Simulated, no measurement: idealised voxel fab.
This section sets out a process module, namely voxel double patterning.
Section shown: cut. Width: 170 nm. Cell size: 5 nm, square.
Cross-section = grid of square cells, listed top down in bands; band = one or more rows. This entry defines a band. It first specifies the height of the band's top and the height of its bottom in nm, and then specifies the band's materials from left to right, stating each material with its width in nm. The word "edge to edge" identifies a single material that fills the band from edge to edge, while the word "blank" identifies empty space. Height is counted from the level 0, under which the received wafer is composed throughout of one material. The lowest of the bands is not closed at the bottom but continues downward, in the notation "0 nm and below". Width "30..40": first value at the band's top row of cells, second value at its bottom row, equal change from row to row. The cross-section has no changed cell in any step marked "remained the same". "Closed voids list" means: voids of 8 cells or more that are shut off from the top with no open way through. Written width x height at distance, distance from the left edge, in nm. If you see something after the settings on a step's line, that's the simulator's own remark about that step. For masked steps, "overlay nm" on the step line gives how far right of plan the mask actually lay; a minus sign means it lay to the left.
## The following list gives the planned process steps
1: RECEIVE [material Si]
2: CONFORMAL_DEP [material SiO2] [thk nm 5]
3: DIRECTIONAL_DEP [material TiN] [thk nm 20]
4: DIRECTIONAL_DEP [material SiN] [thk nm 10]
5: MASKED_ETCH [tone open] [mask id FIRST] [width nm 15] [pitch nm 50] [etch materials SiN] [depth nm 10] [overlay nm 0]
6: DIRECTIONAL_DEP [material aC] [thk nm 10]
7: PATTERN [tone open] [mask id SECOND] [material resist] [width nm 15] [thk nm 30] [overlay nm 0]
8: DIRECTIONAL_ETCH [etch materials aC] [depth nm 10]
9: STRIP [etch materials resist]
10: DIRECTIONAL_ETCH [etch materials SiN] [depth nm 10]
11: STRIP [etch materials aC]
12: DIRECTIONAL_ETCH [etch materials TiN] [depth nm 20]
13: STRIP [etch materials SiN]
## Wafer as received: cross-section following step 1
  0 nm and below: Si edge to edge
  Closed voids list: none
## Cross-section, first of two wafers, end of module, run as planned
  25 nm to 5 nm: 50 nm TiN, 15 nm blank, 10 nm TiN, 15 nm blank, 10 nm TiN, 15 nm blank, 55 nm TiN
  5 nm to 0 nm: SiO2 edge to edge
  0 nm and below: Si edge to edge
  Closed voids list: none
## What the second wafer looks like in cross-section once the module is done. Its start and its plan matched the first wafer's exactly; what differed was one mistake in how it was run
  45 nm to 25 nm: 50 nm TiN, 15 nm blank, 10 nm TiN, 15 nm blank, 10 nm TiN, 15 nm blank, 55 nm TiN
  25 nm to 5 nm: TiN edge to edge
  5 nm to 0 nm: SiO2 edge to edge
  0 nm and below: Si edge to edge
  Closed voids list: none
Nonconformance to the process plan: twice over, step 3 of the plan was run
Wrapping up, a cell-based count of both wafers puts the second over or under the first for these materials: TiN +136
